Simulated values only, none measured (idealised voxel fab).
Module name: voxel fin reveal (process module)
The width of the displayed cross-section, cut, is 195 nm; its cells are square, with a size of 5 nm.
Each cross-section below is a grid of square cells, stated as bands in top-down order, with one or more rows of cells making up each band.
It is stipulated that each band's entry specify, in nanometres, the height of the top of the band and then that of its bottom, followed by the materials of the band in left-to-right sequence, each together with its width in nanometres. A single material marked by the word "edge to edge" is understood to fill the band from edge to edge; the word "blank" is understood to denote empty space.
A quick word on heights: they are counted from 0, and under that level the wafer as it came to us is one material throughout. The lowest band is different from the rest in having no bottom; it simply continues downward, written as in "0..down".
The two numbers in a width such as "30 to 40" mark its ends across the band: the first belongs to the top row of cells, the second to the bottom row, and from each row to the next the width moves by the same amount.
A step reported as "no modification" is a step in which no cell of the cross-section changed.
"Fully sealed voids": empty spaces of 8 cells or more with no open way to the top, each given as width x height at distance, distance from the left edge, all in nm.
Post-settings text on a step line: simulator's own remark regarding the step.
A step's line can hold "overlay nm"; with a mask on that step, the setting says how far right of the planned place the mask lay, while a negative setting says it lay to the left.
-- Planned step list for the process
- 1: op RECEIVE | material Si
- 2: op CONFORMAL_DEP | material SiN | thk nm 10
- 3: op DIRECTIONAL_DEP | material aC | thk nm 10
- 4: op PATTERN | tone cover | mask id FINS | material resist | width nm 15 | pitch nm 40 | thk nm 30 | overlay nm 0
- 5: op DIRECTIONAL_ETCH | etch materials aC | depth nm 10
- 6: op STRIP | etch materials resist
- 7: op DIRECTIONAL_ETCH | etch materials SiN | depth nm 10
- 8: op DIRECTIONAL_ETCH | etch materials Si | depth nm 40
- 9: op STRIP | etch materials aC
- 10: op OXIDIZE | depth nm 5
- 11: op FILL_DEP | material SiO2 | thk nm 15
- 12: op CMP | height nm 10
- 13: op SELECTIVE_ETCH | etch materials SiO2 | depth nm 40
- 14: op STRIP | etch materials SiN
- 15: op CONFORMAL_DEP | material SiO2 | thk nm 5
-- Wafer at receipt (post step 1), cross-section
* 0..down | Si edge to edge
* Fully sealed voids: none
-- End-of-module cross-section of the first of two wafers, processed as planned
* 5..0 | blank=70  SiO2=15  blank=25  SiO2=15  blank=70
* 0..-25 | blank=70  SiO2=5  Si=5  SiO2=5  blank=25  SiO2=5  Si=5  SiO2=5  blank=70
* -25..-45 | SiO2=75  Si=5  SiO2=35  Si=5  SiO2=75
* -45..down | Si edge to edge
* Fully sealed voids: none
-- End-of-module cross-section of the second wafer: identical starting point and process plan to the first, with one processing mistake
* 5..0 | blank=65  SiO2=15  blank=25  SiO2=15  blank=75
* 0..-25 | blank=65  SiO2=5  Si=5  SiO2=5  blank=25  SiO2=5  Si=5  SiO2=5  blank=75
* -25..-45 | SiO2=70  Si=5  SiO2=35  Si=5  SiO2=80
* -45..down | Si edge to edge
* Fully sealed voids: none
what went wrong: step 4, actual vs plan mismatch, actual run op PATTERN | tone cover | mask id FINS | material resist | width nm 15 | pitch nm 40 | thk nm 30 | overlay nm -5
Upon completion, the cell count for each material on the second wafer equals that on the first, whereas the spatial distribution of those cells differs.
